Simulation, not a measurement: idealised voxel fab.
You're looking at the process module voxel gate over fins.
Cross-section cut spans 195 nm and uses square cells 5 nm in size.
Square cells in a grid make up a cross-section in this document, and the grid is given as bands, listed from the top down, each one or more rows of cells.
Heads up on the band format: heights come first, top then bottom, in nm. After that it's the materials left to right, each with its width in nm. A single material flagged "all across" fills the whole band edge to edge, and "empty" means there's empty space there.
Heights are reckoned from 0. Under this level, the received wafer is all of one material. The bottommost band is open-ended downward, for example "z 0 and below".
Think of "30 to 40" as a width that walks from the first number to the second as you go down the band, top row to bottom row, taking equal-sized steps from row to row.
Where a step carries "all unchanged", the cross-section came out of it unchanged, cell for cell.
In the "Fully sealed cavities" entry, you get each enclosed empty space of 8 cells or more, one with no open way to the top, written width x height at distance, distance from the left edge, in nm.
after a step's settings: what the simulator itself notes on the step
"overlay nm", when on a step's line for a step with a mask, measures how far to the right of its planned place the mask lay; a negative measure means to the left.
Reading guide: pairs of cross-sections, before and after one process step; after view cut off at lowest changed band; step and settings listed under each pair. Pairs may stem from different runs of this module on the same starting wafer; continuity with the pair above only where the "Prior to step" entry states it.

-- Prior to step
  z 0 and below  Si all across
  Fully sealed cavities: none

-- State After Step
  z 5 to 0  SiN all across
  Everything below 0 is unchanged.
  Fully sealed cavities: none
Going from one cross-section above to the next, the wafer undergoes CONFORMAL_DEP [material SiN] [thk nm 5]

Prior to step: carried over from the after image of the pair right above.

-- State After Step
  z 20 to 5  empty: 50, then resist: 15, then empty: 25, then resist: 15, then empty: 25, then resist: 15, then empty: 50
  Everything below 5 is unchanged.
  Fully sealed cavities: none
Going from one cross-section above to the next, the wafer undergoes PATTERN [tone cover] [mask id FINS] [material resist] [width nm 15] [pitch nm 40] [thk nm 15] [overlay nm 0]

Prior to step: carried over from the after image of the pair right above.

-- State After Step
  z 20 to 5  empty: 50, then resist: 15, then empty: 25, then resist: 15, then empty: 25, then resist: 15, then empty: 50
  z 5 to 0  empty: 50, then SiN: 15, then empty: 25, then SiN: 15, then empty: 25, then SiN: 15, then empty: 50
  Everything below 0 is unchanged.
  Fully sealed cavities: none
Going from one cross-section above to the next, the wafer undergoes DIRECTIONAL_ETCH [etch materials SiN] [depth nm 5]

Prior to step: carried over from the after image of the pair right above.

-- State After Step
  z 20 to 5  empty: 50, then resist: 15, then empty: 25, then resist: 15, then empty: 25, then resist: 15, then empty: 50
  z 5 to 0  empty: 50, then SiN: 15, then empty: 25, then SiN: 15, then empty: 25, then SiN: 15, then empty: 50
  z 0 to -40  empty: 50, then Si: 15, then empty: 25, then Si: 15, then empty: 25, then Si: 15, then empty: 50
  Everything below -40 is unchanged.
  Fully sealed cavities: none
Going from one cross-section above to the next, the wafer undergoes DIRECTIONAL_ETCH [etch materials Si] [depth nm 40]

Prior to step: carried over from the after image of the pair right above.

-- State After Step
  z 5 to 0  empty: 50, then SiN: 15, then empty: 25, then SiN: 15, then empty: 25, then SiN: 15, then empty: 50
  Everything below 0 is unchanged.
  Fully sealed cavities: none
Going from one cross-section above to the next, the wafer undergoes STRIP [etch materials resist]

Prior to step: carried over from the after image of the pair right above.

-- State After Step
  z 15 to 5  SiO2 all across
  z 5 to 0  SiO2: 50, then SiN: 15, then SiO2: 25, then SiN: 15, then SiO2: 25, then SiN: 15, then SiO2: 50
  z 0 to -40  SiO2: 50, then Si: 15, then SiO2: 25, then Si: 15, then SiO2: 25, then Si: 15, then SiO2: 50
  Everything below -40 is unchanged.
  Fully sealed cavities: none
Going from one cross-section above to the next, the wafer undergoes FILL_DEP [material SiO2] [thk nm 10]

Prior to step: carried over from the after image of the pair right above.

-- State After Step
  z 5 to 0  SiO2: 50, then SiN: 15, then SiO2: 25, then SiN: 15, then SiO2: 25, then SiN: 15, then SiO2: 50
  Everything below 0 is unchanged.
  Fully sealed cavities: none
Going from one cross-section above to the next, the wafer undergoes CMP [height nm 5]

Prior to step: carried over from the after image of the pair right above.

-- State After Step
  z 5 to 0  empty: 50, then SiN: 15, then empty: 25, then SiN: 15, then empty: 25, then SiN: 15, then empty: 50
  z 0 to -15  empty: 50, then Si: 15, then empty: 25, then Si: 15, then empty: 25, then Si: 15, then empty: 50
  Everything below -15 is unchanged.
  Fully sealed cavities: none
Going from one cross-section above to the next, the wafer undergoes SELECTIVE_ETCH [etch materials SiO2] [depth nm 20]

Prior to step: carried over from the after image of the pair right above.

-- State After Step
  z 0 to -15  empty: 50, then Si: 15, then empty: 25, then Si: 15, then empty: 25, then Si: 15, then empty: 50
  Everything below -15 is unchanged.
  Fully sealed cavities: none
Going from one cross-section above to the next, the wafer undergoes STRIP [etch materials SiN]

Prior to step: carried over from the after image of the pair right above.

-- State After Step
  z 5 to 0  empty: 45, then HfO2: 25, then empty: 15, then HfO2: 25, then empty: 15, then HfO2: 25, then empty: 45
  z 0 to -10  empty: 45, then HfO2: 5, then Si: 15, then HfO2: 5, then empty: 15, then HfO2: 5, then Si: 15, then HfO2: 5, then empty: 15, then HfO2: 5, then Si: 15, then HfO2: 5, then empty: 45
  z -10 to -15  HfO2: 50, then Si: 15, then HfO2: 25, then Si: 15, then HfO2: 25, then Si: 15, then HfO2: 50
  Everything below -15 is unchanged.
  Fully sealed cavities: none
Going from one cross-section above to the next, the wafer undergoes CONFORMAL_DEP [material HfO2] [thk nm 5]

Prior to step: carried over from the after image of the pair right above.

-- State After Step
  z 10 to 5  empty: 40, then TiN: 35, then empty: 5, then TiN: 35, then empty: 5, then TiN: 35, then empty: 40
  z 5 to 0  empty: 40, then TiN: 5, then HfO2: 25, then TiN: 5, then empty: 5, then TiN: 5, then HfO2: 25, then TiN: 5, then empty: 5, then TiN: 5, then HfO2: 25, then TiN: 5, then empty: 40
  z 0 to -5  empty: 40, then TiN: 5, then HfO2: 5, then Si: 15, then HfO2: 5, then TiN: 5, then empty: 5, then TiN: 5, then HfO2: 5, then Si: 15, then HfO2: 5, then TiN: 5, then empty: 5, then TiN: 5, then HfO2: 5, then Si: 15, then HfO2: 5, then TiN: 5, then empty: 40
  z -5 to -10  TiN: 45, then HfO2: 5, then Si: 15, then HfO2: 5, then TiN: 15, then HfO2: 5, then Si: 15, then HfO2: 5, then TiN: 15, then HfO2: 5, then Si: 15, then HfO2: 5, then TiN: 45
  Everything below -10 is unchanged.
  Fully sealed cavities: none
Going from one cross-section above to the next, the wafer undergoes CONFORMAL_DEP [material TiN] [thk nm 5]

Prior to step: carried over from the after image of the pair right above.

-- State After Step
  z 15 to 10  empty: 35, then TiAl: 125, then empty: 35
  z 10 to 5  empty: 35, then TiAl: 5, then TiN: 35, then TiAl: 5, then TiN: 35, then TiAl: 5, then TiN: 35, then TiAl: 5, then empty: 35
  z 5 to 0  empty: 35, then TiAl: 5, then TiN: 5, then HfO2: 25, then TiN: 5, then TiAl: 5, then TiN: 5, then HfO2: 25, then TiN: 5, then TiAl: 5, then TiN: 5, then HfO2: 25, then TiN: 5, then TiAl: 5, then empty: 35
  z 0 to -5  TiAl: 40, then TiN: 5, then HfO2: 5, then Si: 15, then HfO2: 5, then TiN: 5, then TiAl: 5, then TiN: 5, then HfO2: 5, then Si: 15, then HfO2: 5, then TiN: 5, then TiAl: 5, then TiN: 5, then HfO2: 5, then Si: 15, then HfO2: 5, then TiN: 5, then TiAl: 40
  Everything below -5 is unchanged.
  Fully sealed cavities: none
Going from one cross-section above to the next, the wafer undergoes CONFORMAL_DEP [material TiAl] [thk nm 5]

Prior to step: carried over from the after image of the pair right above.

-- State After Step
  z 20 to 15  empty: 30, then TiN: 135, then empty: 30
  z 15 to 10  empty: 30, then TiN: 5, then TiAl: 125, then TiN: 5, then empty: 30
  z 10 to 5  empty: 30, then TiN: 5, then TiAl: 5, then TiN: 35, then TiAl: 5, then TiN: 35, then TiAl: 5, then TiN: 35, then TiAl: 5, then TiN: 5, then empty: 30
  z 5 to 0  TiN: 35, then TiAl: 5, then TiN: 5, then HfO2: 25, then TiN: 5, then TiAl: 5, then TiN: 5, then HfO2: 25, then TiN: 5, then TiAl: 5, then TiN: 5, then HfO2: 25, then TiN: 5, then TiAl: 5, then TiN: 35
  Everything below 0 is unchanged.
  Fully sealed cavities: none
Going from one cross-section above to the next, the wafer undergoes CONFORMAL_DEP [material TiN] [thk nm 5]

Prior to step: carried over from the after image of the pair right above.

-- State After Step
  z 35 to 20  W all across
  z 20 to 15  W: 30, then TiN: 135, then W: 30
  z 15 to 10  W: 30, then TiN: 5, then TiAl: 125, then TiN: 5, then W: 30
  z 10 to 5  W: 30, then TiN: 5, then TiAl: 5, then TiN: 35, then TiAl: 5, then TiN: 35, then TiAl: 5, then TiN: 35, then TiAl: 5, then TiN: 5, then W: 30
  Everything below 5 is unchanged.
  Fully sealed cavities: none
Going from one cross-section above to the next, the wafer undergoes FILL_DEP [material W] [thk nm 15]

Prior to step: carried over from the after image of the pair right above.

-- State After Step
  z 30 to 20  W all across
  Everything below 20 is unchanged.
  Fully sealed cavities: none
Going from one cross-section above to the next, the wafer undergoes CMP [height nm 30]

Prior to step: carried over from the after image of the pair right above.

-- State After Step
  z 35 to 30  SiN all across
  Everything below 30 is unchanged.
  Fully sealed cavities: none
Going from one cross-section above to the next, the wafer undergoes CONFORMAL_DEP [material SiN] [thk nm 5]

-- Prior to step
  z 10 to 5  empty: 40, then TiN: 35, then empty: 5, then TiN: 35, then empty: 5, then TiN: 35, then empty: 40
  z 5 to 0  empty: 40, then TiN: 5, then HfO2: 25, then TiN: 5, then empty: 5, then TiN: 5, then HfO2: 25, then TiN: 5, then empty: 5, then TiN: 5, then HfO2: 25, then TiN: 5, then empty: 40
  z 0 to -5  empty: 40, then TiN: 5, then HfO2: 5, then Si: 15, then HfO2: 5, then TiN: 5, then empty: 5, then TiN: 5, then HfO2: 5, then Si: 15, then HfO2: 5, then TiN: 5, then empty: 5, then TiN: 5, then HfO2: 5, then Si: 15, then HfO2: 5, then TiN: 5, then empty: 40
  z -5 to -10  TiN: 45, then HfO2: 5, then Si: 15, then HfO2: 5, then TiN: 15, then HfO2: 5, then Si: 15, then HfO2: 5, then TiN: 15, then HfO2: 5, then Si: 15, then HfO2: 5, then TiN: 45
  z -10 to -15  HfO2: 50, then Si: 15, then HfO2: 25, then Si: 15, then HfO2: 25, then Si: 15, then HfO2: 50
  z -15 to -40  SiO2: 50, then Si: 15, then SiO2: 25, then Si: 15, then SiO2: 25, then Si: 15, then SiO2: 50
  z -40 and below  Si all across
  Fully sealed cavities: none

-- State After Step
  z 15 to 5  empty: 35, then TiN: 125, then empty: 35
  z 5 to 0  empty: 35, then TiN: 10, then HfO2: 25, then TiN: 15, then HfO2: 25, then TiN: 15, then HfO2: 25, then TiN: 10, then empty: 35
  z 0 to -10  TiN: 45, then HfO2: 5, then Si: 15, then HfO2: 5, then TiN: 15, then HfO2: 5, then Si: 15, then HfO2: 5, then TiN: 15, then HfO2: 5, then Si: 15, then HfO2: 5, then TiN: 45
  Everything below -10 is unchanged.
  Fully sealed cavities: none
Going from one cross-section above to the next, the wafer undergoes CONFORMAL_DEP [material TiN] [thk nm 5]

Prior to step: carried over from the after image of the pair right above.

-- State After Step
  z 30 to 15  W all across
  z 15 to 5  W: 35, then TiN: 125, then W: 35
  z 5 to 0  W: 35, then TiN: 10, then HfO2: 25, then TiN: 15, then HfO2: 25, then TiN: 15, then HfO2: 25, then TiN: 10, then W: 35
  Everything below 0 is unchanged.
  Fully sealed cavities: none
Going from one cross-section above to the next, the wafer undergoes FILL_DEP [material W] [thk nm 15]

Prior to step: carried over from the after image of the pair right above.

-- State After Step
  z 35 to 30  SiN all across
  Everything below 30 is unchanged.
  Fully sealed cavities: none
Going from one cross-section above to the next, the wafer undergoes CONFORMAL_DEP [material SiN] [thk nm 5]

-- Prior to step
  z 5 to 0  empty: 50, then SiN: 15, then empty: 25, then SiN: 15, then empty: 25, then SiN: 15, then empty: 50
  z 0 to -15  empty: 50, then Si: 15, then empty: 25, then Si: 15, then empty: 25, then Si: 15, then empty: 50
  z -15 to -40  SiO2: 50, then Si: 15, then SiO2: 25, then Si: 15, then SiO2: 25, then Si: 15, then SiO2: 50
  z -40 and below  Si all across
  Fully sealed cavities: none

-- State After Step
  z 5 to 0  empty: 50, then SiN: 15, then empty: 25, then SiN: 15, then empty: 25, then SiN: 15, then empty: 50
  z 0 to -35  empty: 50, then Si: 15, then empty: 25, then Si: 15, then empty: 25, then Si: 15, then empty: 50
  Everything below -35 is unchanged.
  Fully sealed cavities: none
Going from one cross-section above to the next, the wafer undergoes SELECTIVE_ETCH [etch materials SiO2] [depth nm 20]

Prior to step: carried over from the after image of the pair right above.

-- State After Step
  z 0 to -35  empty: 50, then Si: 15, then empty: 25, then Si: 15, then empty: 25, then Si: 15, then empty: 50
  Everything below -35 is unchanged.
  Fully sealed cavities: none
Going from one cross-section above to the next, the wafer undergoes STRIP [etch materials SiN]

Prior to step: carried over from the after image of the pair right above.

-- State After Step
  z 5 to 0  empty: 45, then HfO2: 25, then empty: 15, then HfO2: 25, then empty: 15, then HfO2: 25, then empty: 45
  z 0 to -30  empty: 45, then HfO2: 5, then Si: 15, then HfO2: 5, then empty: 15, then HfO2: 5, then Si: 15, then HfO2: 5, then empty: 15, then HfO2: 5, then Si: 15, then HfO2: 5, then empty: 45
  z -30 to -35  HfO2: 50, then Si: 15, then HfO2: 25, then Si: 15, then HfO2: 25, then Si: 15, then HfO2: 50
  Everything below -35 is unchanged.
  Fully sealed cavities: none
Going from one cross-section above to the next, the wafer undergoes CONFORMAL_DEP [material HfO2] [thk nm 5]

Prior to step: carried over from the after image of the pair right above.

-- State After Step
  z 10 to 5  empty: 40, then TiN: 35, then empty: 5, then TiN: 35, then empty: 5, then TiN: 35, then empty: 40
  z 5 to 0  empty: 40, then TiN: 5, then HfO2: 25, then TiN: 5, then empty: 5, then TiN: 5, then HfO2: 25, then TiN: 5, then empty: 5, then TiN: 5, then HfO2: 25, then TiN: 5, then empty: 40
  z 0 to -25  empty: 40, then TiN: 5, then HfO2: 5, then Si: 15, then HfO2: 5, then TiN: 5, then empty: 5, then TiN: 5, then HfO2: 5, then Si: 15, then HfO2: 5, then TiN: 5, then empty: 5, then TiN: 5, then HfO2: 5, then Si: 15, then HfO2: 5, then TiN: 5, then empty: 40
  z -25 to -30  TiN: 45, then HfO2: 5, then Si: 15, then HfO2: 5, then TiN: 15, then HfO2: 5, then Si: 15, then HfO2: 5, then TiN: 15, then HfO2: 5, then Si: 15, then HfO2: 5, then TiN: 45
  Everything below -30 is unchanged.
  Fully sealed cavities: none
Going from one cross-section above to the next, the wafer undergoes CONFORMAL_DEP [material TiN] [thk nm 5]

Prior to step: carried over from the after image of the pair right above.

-- State After Step
  z 15 to 10  empty: 35, then TiAl: 125, then empty: 35
  z 10 to 5  empty: 35, then TiAl: 5, then TiN: 35, then TiAl: 5, then TiN: 35, then TiAl: 5, then TiN: 35, then TiAl: 5, then empty: 35
  z 5 to 0  empty: 35, then TiAl: 5, then TiN: 5, then HfO2: 25, then TiN: 5, then TiAl: 5, then TiN: 5, then HfO2: 25, then TiN: 5, then TiAl: 5, then TiN: 5, then HfO2: 25, then TiN: 5, then TiAl: 5, then empty: 35
  z 0 to -20  empty: 35, then TiAl: 5, then TiN: 5, then HfO2: 5, then Si: 15, then HfO2: 5, then TiN: 5, then TiAl: 5, then TiN: 5, then HfO2: 5, then Si: 15, then HfO2: 5, then TiN: 5, then TiAl: 5, then TiN: 5, then HfO2: 5, then Si: 15, then HfO2: 5, then TiN: 5, then TiAl: 5, then empty: 35
  z -20 to -25  TiAl: 40, then TiN: 5, then HfO2: 5, then Si: 15, then HfO2: 5, then TiN: 5, then TiAl: 5, then TiN: 5, then HfO2: 5, then Si: 15, then HfO2: 5, then TiN: 5, then TiAl: 5, then TiN: 5, then HfO2: 5, then Si: 15, then HfO2: 5, then TiN: 5, then TiAl: 40
  Everything below -25 is unchanged.
  Fully sealed cavities: none
Going from one cross-section above to the next, the wafer undergoes CONFORMAL_DEP [material TiAl] [thk nm 5]

Prior to step: carried over from the after image of the pair right above.

-- State After Step
  z 20 to 15  empty: 30, then TiN: 135, then empty: 30
  z 15 to 10  empty: 30, then TiN: 5, then TiAl: 125, then TiN: 5, then empty: 30
  z 10 to 5  empty: 30, then TiN: 5, then TiAl: 5, then TiN: 35, then TiAl: 5, then TiN: 35, then TiAl: 5, then TiN: 35, then TiAl: 5, then TiN: 5, then empty: 30
  z 5 to 0  empty: 30, then TiN: 5, then TiAl: 5, then TiN: 5, then HfO2: 25, then TiN: 5, then TiAl: 5, then TiN: 5, then HfO2: 25, then TiN: 5, then TiAl: 5, then TiN: 5, then HfO2: 25, then TiN: 5, then TiAl: 5, then TiN: 5, then empty: 30
  z 0 to -15  empty: 30, then TiN: 5, then TiAl: 5, then TiN: 5, then HfO2: 5, then Si: 15, then HfO2: 5, then TiN: 5, then TiAl: 5, then TiN: 5, then HfO2: 5, then Si: 15, then HfO2: 5, then TiN: 5, then TiAl: 5, then TiN: 5, then HfO2: 5, then Si: 15, then HfO2: 5, then TiN: 5, then TiAl: 5, then TiN: 5, then empty: 30
  z -15 to -20  TiN: 35, then TiAl: 5, then TiN: 5, then HfO2: 5, then Si: 15, then HfO2: 5, then TiN: 5, then TiAl: 5, then TiN: 5, then HfO2: 5, then Si: 15, then HfO2: 5, then TiN: 5, then TiAl: 5, then TiN: 5, then HfO2: 5, then Si: 15, then HfO2: 5, then TiN: 5, then TiAl: 5, then TiN: 35
  Everything below -20 is unchanged.
  Fully sealed cavities: none
Going from one cross-section above to the next, the wafer undergoes CONFORMAL_DEP [material TiN] [thk nm 5]

Prior to step: carried over from the after image of the pair right above.

-- State After Step
  z 35 to 20  W all across
  z 20 to 15  W: 30, then TiN: 135, then W: 30
  z 15 to 10  W: 30, then TiN: 5, then TiAl: 125, then TiN: 5, then W: 30
  z 10 to 5  W: 30, then TiN: 5, then TiAl: 5, then TiN: 35, then TiAl: 5, then TiN: 35, then TiAl: 5, then TiN: 35, then TiAl: 5, then TiN: 5, then W: 30
  z 5 to 0  W: 30, then TiN: 5, then TiAl: 5, then TiN: 5, then HfO2: 25, then TiN: 5, then TiAl: 5, then TiN: 5, then HfO2: 25, then TiN: 5, then TiAl: 5, then TiN: 5, then HfO2: 25, then TiN: 5, then TiAl: 5, then TiN: 5, then W: 30
  z 0 to -15  W: 30, then TiN: 5, then TiAl: 5, then TiN: 5, then HfO2: 5, then Si: 15, then HfO2: 5, then TiN: 5, then TiAl: 5, then TiN: 5, then HfO2: 5, then Si: 15, then HfO2: 5, then TiN: 5, then TiAl: 5, then TiN: 5, then HfO2: 5, then Si: 15, then HfO2: 5, then TiN: 5, then TiAl: 5, then TiN: 5, then W: 30
  Everything below -15 is unchanged.
  Fully sealed cavities: none
Going from one cross-section above to the next, the wafer undergoes FILL_DEP [material W] [thk nm 15]

Prior to step: carried over from the after image of the pair right above.

-- State After Step
  z 30 to 20  W all across
  Everything below 20 is unchanged.
  Fully sealed cavities: none
Going from one cross-section above to the next, the wafer undergoes CMP [height nm 30]

Prior to step: carried over from the after image of the pair right above.

-- State After Step
  z 35 to 30  SiN all across
  Everything below 30 is unchanged.
  Fully sealed cavities: none
Going from one cross-section above to the next, the wafer undergoes CONFORMAL_DEP [material SiN] [thk nm 5]

-- Prior to step
  z 0 to -15  empty: 50, then Si: 15, then empty: 25, then Si: 15, then empty: 25, then Si: 15, then empty: 50
  z -15 to -40  SiO2: 50, then Si: 15, then SiO2: 25, then Si: 15, then SiO2: 25, then Si: 15, then SiO2: 50
  z -40 and below  Si all across
  Fully sealed cavities: none

-- State After Step
  z 5 to 0  empty: 45, then TiN: 25, then empty: 15, then TiN: 25, then empty: 15, then TiN: 25, then empty: 45
  z 0 to -10  empty: 45, then TiN: 5, then Si: 15, then TiN: 5, then empty: 15, then TiN: 5, then Si: 15, then TiN: 5, then empty: 15, then TiN: 5, then Si: 15, then TiN: 5, then empty: 45
  z -10 to -15  TiN: 50, then Si: 15, then TiN: 25, then Si: 15, then TiN: 25, then Si: 15, then TiN: 50
  Everything below -15 is unchanged.
  Fully sealed cavities: none
Going from one cross-section above to the next, the wafer undergoes CONFORMAL_DEP [material TiN] [thk nm 5]

Prior to step: carried over from the after image of the pair right above.

-- State After Step
  z 10 to 5  empty: 40, then HfO2: 35, then empty: 5, then HfO2: 35, then empty: 5, then HfO2: 35, then empty: 40
  z 5 to 0  empty: 40, then HfO2: 5, then TiN: 25, then HfO2: 5, then empty: 5, then HfO2: 5, then TiN: 25, then HfO2: 5, then empty: 5, then HfO2: 5, then TiN: 25, then HfO2: 5, then empty: 40
  z 0 to -5  empty: 40, then HfO2: 5, then TiN: 5, then Si: 15, then TiN: 5, then HfO2: 5, then empty: 5, then HfO2: 5, then TiN: 5, then Si: 15, then TiN: 5, then HfO2: 5, then empty: 5, then HfO2: 5, then TiN: 5, then Si: 15, then TiN: 5, then HfO2: 5, then empty: 40
  z -5 to -10  HfO2: 45, then TiN: 5, then Si: 15, then TiN: 5, then HfO2: 15, then TiN: 5, then Si: 15, then TiN: 5, then HfO2: 15, then TiN: 5, then Si: 15, then TiN: 5, then HfO2: 45
  Everything below -10 is unchanged.
  Fully sealed cavities: none
Going from one cross-section above to the next, the wafer undergoes CONFORMAL_DEP [material HfO2] [thk nm 5]

Prior to step: carried over from the after image of the pair right above.

-- State After Step
  z 15 to 10  empty: 35, then TiAl: 125, then empty: 35
  z 10 to 5  empty: 35, then TiAl: 5, then HfO2: 35, then TiAl: 5, then HfO2: 35, then TiAl: 5, then HfO2: 35, then TiAl: 5, then empty: 35
  z 5 to 0  empty: 35, then TiAl: 5, then HfO2: 5, then TiN: 25, then HfO2: 5, then TiAl: 5, then HfO2: 5, then TiN: 25, then HfO2: 5, then TiAl: 5, then HfO2: 5, then TiN: 25, then HfO2: 5, then TiAl: 5, then empty: 35
  z 0 to -5  TiAl: 40, then HfO2: 5, then TiN: 5, then Si: 15, then TiN: 5, then HfO2: 5, then TiAl: 5, then HfO2: 5, then TiN: 5, then Si: 15, then TiN: 5, then HfO2: 5, then TiAl: 5, then HfO2: 5, then TiN: 5, then Si: 15, then TiN: 5, then HfO2: 5, then TiAl: 40
  Everything below -5 is unchanged.
  Fully sealed cavities: none
Going from one cross-section above to the next, the wafer undergoes CONFORMAL_DEP [material TiAl] [thk nm 5]

Prior to step: carried over from the after image of the pair right above.

-- State After Step
  z 20 to 15  empty: 30, then TiN: 135, then empty: 30
  z 15 to 10  empty: 30, then TiN: 5, then TiAl: 125, then TiN: 5, then empty: 30
  z 10 to 5  empty: 30, then TiN: 5, then TiAl: 5, then HfO2: 35, then TiAl: 5, then HfO2: 35, then TiAl: 5, then HfO2: 35, then TiAl: 5, then TiN: 5, then empty: 30
  z 5 to 0  TiN: 35, then TiAl: 5, then HfO2: 5, then TiN: 25, then HfO2: 5, then TiAl: 5, then HfO2: 5, then TiN: 25, then HfO2: 5, then TiAl: 5, then HfO2: 5, then TiN: 25, then HfO2: 5, then TiAl: 5, then TiN: 35
  Everything below 0 is unchanged.
  Fully sealed cavities: none
Going from one cross-section above to the next, the wafer undergoes CONFORMAL_DEP [material TiN] [thk nm 5]

Prior to step: carried over from the after image of the pair right above.

-- State After Step
  z 35 to 20  W all across
  z 20 to 15  W: 30, then TiN: 135, then W: 30
  z 15 to 10  W: 30, then TiN: 5, then TiAl: 125, then TiN: 5, then W: 30
  z 10 to 5  W: 30, then TiN: 5, then TiAl: 5, then HfO2: 35, then TiAl: 5, then HfO2: 35, then TiAl: 5, then HfO2: 35, then TiAl: 5, then TiN: 5, then W: 30
  Everything below 5 is unchanged.
  Fully sealed cavities: none
Going from one cross-section above to the next, the wafer undergoes FILL_DEP [material W] [thk nm 15]

Prior to step: carried over from the after image of the pair right above.

-- State After Step
  z 30 to 20  W all across
  Everything below 20 is unchanged.
  Fully sealed cavities: none
Going from one cross-section above to the next, the wafer undergoes CMP [height nm 30]

Prior to step: carried over from the after image of the pair right above.

-- State After Step
  z 35 to 30  SiN all across
  Everything below 30 is unchanged.
  Fully sealed cavities: none
Going from one cross-section above to the next, the wafer undergoes CONFORMAL_DEP [material SiN] [thk nm 5]

-- Prior to step
  z 0 to -15  empty: 50, then Si: 15, then empty: 25, then Si: 15, then empty: 25, then Si: 15, then empty: 50
  z -15 to -40  SiO2: 50, then Si: 15, then SiO2: 25, then Si: 15, then SiO2: 25, then Si: 15, then SiO2: 50
  z -40 and below  Si all across
  Fully sealed cavities: none

-- State After Step
  z 15 to 0  empty: 35, then HfO2: 125, then empty: 35
  z 0 to -15  HfO2: 50, then Si: 15, then HfO2: 25, then Si: 15, then HfO2: 25, then Si: 15, then HfO2: 50
  Everything below -15 is unchanged.
  Fully sealed cavities: none
Going from one cross-section above to the next, the wafer undergoes CONFORMAL_DEP [material HfO2] [thk nm 15]

Prior to step: carried over from the after image of the pair right above.

-- State After Step
  z 20 to 15  empty: 30, then TiN: 135, then empty: 30
  z 15 to 5  empty: 30, then TiN: 5, then HfO2: 125, then TiN: 5, then empty: 30
  z 5 to 0  TiN: 35, then HfO2: 125, then TiN: 35
  Everything below 0 is unchanged.
  Fully sealed cavities: none
Going from one cross-section above to the next, the wafer undergoes CONFORMAL_DEP [material TiN] [thk nm 5]

Prior to step: carried over from the after image of the pair right above.

-- State After Step
  z 25 to 20  empty: 25, then TiAl: 145, then empty: 25
  z 20 to 15  empty: 25, then TiAl: 5, then TiN: 135, then TiAl: 5, then empty: 25
  z 15 to 10  empty: 25, then TiAl: 5, then TiN: 5, then HfO2: 125, then TiN: 5, then TiAl: 5, then empty: 25
  z 10 to 5  TiAl: 30, then TiN: 5, then HfO2: 125, then TiN: 5, then TiAl: 30
  Everything below 5 is unchanged.
  Fully sealed cavities: none
Going from one cross-section above to the next, the wafer undergoes CONFORMAL_DEP [material TiAl] [thk nm 5]

Prior to step: carried over from the after image of the pair right above.

-- State After Step
  z 30 to 25  empty: 20, then TiN: 155, then empty: 20
  z 25 to 20  empty: 20, then TiN: 5, then TiAl: 145, then TiN: 5, then empty: 20
  z 20 to 15  empty: 20, then TiN: 5, then TiAl: 5, then TiN: 135, then TiAl: 5, then TiN: 5, then empty: 20
  z 15 to 10  TiN: 25, then TiAl: 5, then TiN: 5, then HfO2: 125, then TiN: 5, then TiAl: 5, then TiN: 25
  Everything below 10 is unchanged.
  Fully sealed cavities: none
Going from one cross-section above to the next, the wafer undergoes CONFORMAL_DEP [material TiN] [thk nm 5]

Prior to step: carried over from the after image of the pair right above.

-- State After Step
  z 45 to 30  W all across
  z 30 to 25  W: 20, then TiN: 155, then W: 20
  z 25 to 20  W: 20, then TiN: 5, then TiAl: 145, then TiN: 5, then W: 20
  z 20 to 15  W: 20, then TiN: 5, then TiAl: 5, then TiN: 135, then TiAl: 5, then TiN: 5, then W: 20
  Everything below 15 is unchanged.
  Fully sealed cavities: none
Going from one cross-section above to the next, the wafer undergoes FILL_DEP [material W] [thk nm 15]

Prior to step: carried over from the after image of the pair right above.

-- State After Step
  z 30 to 25  W: 20, then TiN: 155, then W: 20
  Everything below 25 is unchanged.
  Fully sealed cavities: none
Going from one cross-section above to the next, the wafer undergoes CMP [height nm 30]

Prior to step: carried over from the after image of the pair right above.

-- State After Step
  z 35 to 30  SiN all across
  Everything below 30 is unchanged.
  Fully sealed cavities: none
Going from one cross-section above to the next, the wafer undergoes CONFORMAL_DEP [material SiN] [thk nm 5]

-- Prior to step
  z 5 to 0  SiN all across
  z 0 and below  Si all across
  Fully sealed cavities: none

-- State After Step
  z 20 to 5  empty: 45, then resist: 25, then empty: 15, then resist: 25, then empty: 15, then resist: 25, then empty: 45
  Everything below 5 is unchanged.
  Fully sealed cavities: none
Going from one cross-section above to the next, the wafer undergoes PATTERN [tone cover] [mask id FINS] [material resist] [width nm 25] [pitch nm 40] [thk nm 15] [overlay nm 0]

Prior to step: carried over from the after image of the pair right above.

-- State After Step
  z 20 to 5  empty: 45, then resist: 25, then empty: 15, then resist: 25, then empty: 15, then resist: 25, then empty: 45
  z 5 to 0  empty: 45, then SiN: 25, then empty: 15, then SiN: 25, then empty: 15, then SiN: 25, then empty: 45
  Everything below 0 is unchanged.
  Fully sealed cavities: none
Going from one cross-section above to the next, the wafer undergoes DIRECTIONAL_ETCH [etch materials SiN] [depth nm 5]

Prior to step: carried over from the after image of the pair right above.

-- State After Step
  z 20 to 5  empty: 45, then resist: 25, then empty: 15, then resist: 25, then empty: 15, then resist: 25, then empty: 45
  z 5 to 0  empty: 45, then SiN: 25, then empty: 15, then SiN: 25, then empty: 15, then SiN: 25, then empty: 45
  z 0 to -40  empty: 45, then Si: 25, then empty: 15, then Si: 25, then empty: 15, then Si: 25, then empty: 45
  Everything below -40 is unchanged.
  Fully sealed cavities: none
Going from one cross-section above to the next, the wafer undergoes DIRECTIONAL_ETCH [etch materials Si] [depth nm 40]

Prior to step: carried over from the after image of the pair right above.

-- State After Step
  z 5 to 0  empty: 45, then SiN: 25, then empty: 15, then SiN: 25, then empty: 15, then SiN: 25, then empty: 45
  Everything below 0 is unchanged.
  Fully sealed cavities: none
Going from one cross-section above to the next, the wafer undergoes STRIP [etch materials resist]

Prior to step: carried over from the after image of the pair right above.

-- State After Step
  z 15 to 5  SiO2 all across
  z 5 to 0  SiO2: 45, then SiN: 25, then SiO2: 15, then SiN: 25, then SiO2: 15, then SiN: 25, then SiO2: 45
  z 0 to -40  SiO2: 45, then Si: 25, then SiO2: 15, then Si: 25, then SiO2: 15, then Si: 25, then SiO2: 45
  Everything below -40 is unchanged.
  Fully sealed cavities: none
Going from one cross-section above to the next, the wafer undergoes FILL_DEP [material SiO2] [thk nm 10]

Prior to step: carried over from the after image of the pair right above.

-- State After Step
  z 5 to 0  SiO2: 45, then SiN: 25, then SiO2: 15, then SiN: 25, then SiO2: 15, then SiN: 25, then SiO2: 45
  Everything below 0 is unchanged.
  Fully sealed cavities: none
Going from one cross-section above to the next, the wafer undergoes CMP [height nm 5]
